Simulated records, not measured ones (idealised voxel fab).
Name of the process module below: voxel transistor to metal
This is section cut - it's 175 nm across, gridded in 5 nm square cells.
Format of a cross-section: grid, square cells. Given as bands. Order: top down. Band: one or more rows of cells.
In this notation a band is specified by the heights of its top and bottom, in that order and in nm, after which its materials appear from left to right, each paired with its width in nm. The word "throughout" attached to a single material means that material fills the band from edge to edge; the word "blank" stands for empty space.
Height reference: 0 = level under which incoming wafer is all one material. Lowest band: no bottom, runs on downward, e.g. "from 0 down".
With a width like "30->40", each row of cells in the band differs from the next by the same amount, the top row carrying the first number and the bottom row the second.
You'll sometimes find "no modification" written for a step, and that's the way of saying that nowhere in the cross-section did a cell change during that step.
Look at "Sealed void list" for the closed voids: empty spaces with no open path to the top, sized 8 cells or up. Each is width x height at distance, distance from the left edge, all nm.
That trailing text on a step's line, after the settings, is the simulator's own remark on the step.
"overlay nm" on a masked step: distance the mask lay right of its planned place, negative for left.

Here's what the planned process steps look like
1) RECEIVE (material Si)
2) OXIDIZE (depth nm 5)
3) CONFORMAL_DEP (material SiN; thk nm 10)
4) MASKED_ETCH (tone cover; mask id ACTIVE; width nm 110; etch materials SiN; depth nm 10; overlay nm 0)
5) MASKED_ETCH (tone cover; mask id ACTIVE; width nm 110; etch materials SiO2; depth nm 5; overlay nm 0)
6) MASKED_ETCH (tone cover; mask id ACTIVE; width nm 110; etch materials Si; depth nm 25; overlay nm 0)
7) OXIDIZE (depth nm 5)
8) FILL_DEP (material SiO2; thk nm 5)
9) CMP (height nm 10)
10) SELECTIVE_ETCH (etch materials SiO2; depth nm 5)
11) STRIP (etch materials SiN)
12) SELECTIVE_ETCH (etch materials SiO2; depth nm 5)
13) OXIDIZE (depth nm 5)
14) DIRECTIONAL_DEP (material polySi; thk nm 25)
15) DIRECTIONAL_DEP (material SiCN; thk nm 15)
16) MASKED_ETCH (tone cover; mask id GATE; width nm 30; etch materials SiCN; depth nm 25; overlay nm 0)
17) MASKED_ETCH (tone cover; mask id GATE; width nm 30; etch materials polySi; depth nm 35; overlay nm 0)
18) CONFORMAL_DEP (material SiO2; thk nm 5)
19) DIRECTIONAL_ETCH (etch materials SiO2; depth nm 5)
20) CONFORMAL_DEP (material SiN; thk nm 5)
21) DIRECTIONAL_ETCH (etch materials SiN; depth nm 5)
22) DIRECTIONAL_ETCH (etch materials SiO2; depth nm 5)
23) DIRECTIONAL_ETCH (etch materials Si; depth nm 10)
24) EPI (material nSi; thk nm 10)
25) FILL_DEP (material SiO2; thk nm 10)
26) CMP (height nm 20)
27) STRIP (etch materials polySi)
28) SELECTIVE_ETCH (etch materials SiO2; depth nm 5)
29) CONFORMAL_DEP (material HfO2; thk nm 5)
30) CONFORMAL_DEP (material TiN; thk nm 5)
31) FILL_DEP (material W; thk nm 10)
32) CMP (height nm 15)
33) DIRECTIONAL_DEP (material SiO2; thk nm 10)
34) DIRECTIONAL_DEP (material aC; thk nm 15)
35) PATTERN (tone open; mask id CONTACT; material resist; width nm 15; pitch nm 75; thk nm 35; overlay nm 0)
36) DIRECTIONAL_ETCH (etch materials aC; depth nm 15)
37) STRIP (etch materials resist)
38) DIRECTIONAL_ETCH (etch materials SiO2; depth nm 35)
39) STRIP (etch materials aC)
40) CONFORMAL_DEP (material TiN; thk nm 5)
41) FILL_DEP (material Ru; thk nm 5)
42) CMP (height nm 25)
43) DIRECTIONAL_DEP (material TiN; thk nm 5)
44) DIRECTIONAL_DEP (material W; thk nm 25)
45) DIRECTIONAL_DEP (material aC; thk nm 10)
46) PATTERN (tone cover; mask id METAL_1; material resist; width nm 15; pitch nm 75; thk nm 25; overlay nm -15)
47) DIRECTIONAL_ETCH (etch materials aC; depth nm 10)
48) STRIP (etch materials resist)
49) DIRECTIONAL_ETCH (etch materials W; depth nm 25)
50) DIRECTIONAL_ETCH (etch materials TiN; depth nm 5)
51) STRIP (etch materials aC)
52) CONFORMAL_DEP (material SiCN; thk nm 5)
53) FILL_DEP (material lowk; thk nm 5)
54) CMP (height nm 55)
55) CONFORMAL_DEP (material SiCN; thk nm 5)
Wafer-to-wafer difference: overlay nm, step 46. Common start. Plan = first wafer's value.

Received wafers, first of several: cross-section after step 1
    from 0 down = Si throughout
    Sealed void list: none

Heads up, this table goes wafer by wafer. A row tells you, at the end of the module, how many cells of each material that wafer has put on (+) or dropped (-) since it was received, and then its closed voids
overlay nm -15 | +16 HfO2 | +8 Ru | -165 Si | +84 SiCN | +10 SiN | +224 SiO2 | +48 TiN | +42 W | +125 lowk | +28 nSi | Sealed void list: none
overlay nm -10 | +16 HfO2 | +8 Ru | -165 Si | +84 SiCN | +10 SiN | +224 SiO2 | +48 TiN | +42 W | +125 lowk | +28 nSi | Sealed void list: none
overlay nm -5 | +16 HfO2 | +8 Ru | -165 Si | +84 SiCN | +10 SiN | +224 SiO2 | +48 TiN | +42 W | +125 lowk | +28 nSi | Sealed void list: none
overlay nm 0 | +16 HfO2 | +8 Ru | -165 Si | +84 SiCN | +10 SiN | +224 SiO2 | +48 TiN | +42 W | +125 lowk | +28 nSi | Sealed void list: none
overlay nm 5 | +16 HfO2 | +8 Ru | -165 Si | +84 SiCN | +10 SiN | +224 SiO2 | +48 TiN | +42 W | +125 lowk | +28 nSi | Sealed void list: none
overlay nm 10 | +16 HfO2 | +8 Ru | -165 Si | +84 SiCN | +10 SiN | +224 SiO2 | +48 TiN | +42 W | +125 lowk | +28 nSi | Sealed void list: none
overlay nm 15 | +16 HfO2 | +8 Ru | -165 Si | +84 SiCN | +10 SiN | +224 SiO2 | +48 TiN | +42 W | +125 lowk | +28 nSi | Sealed void list: none
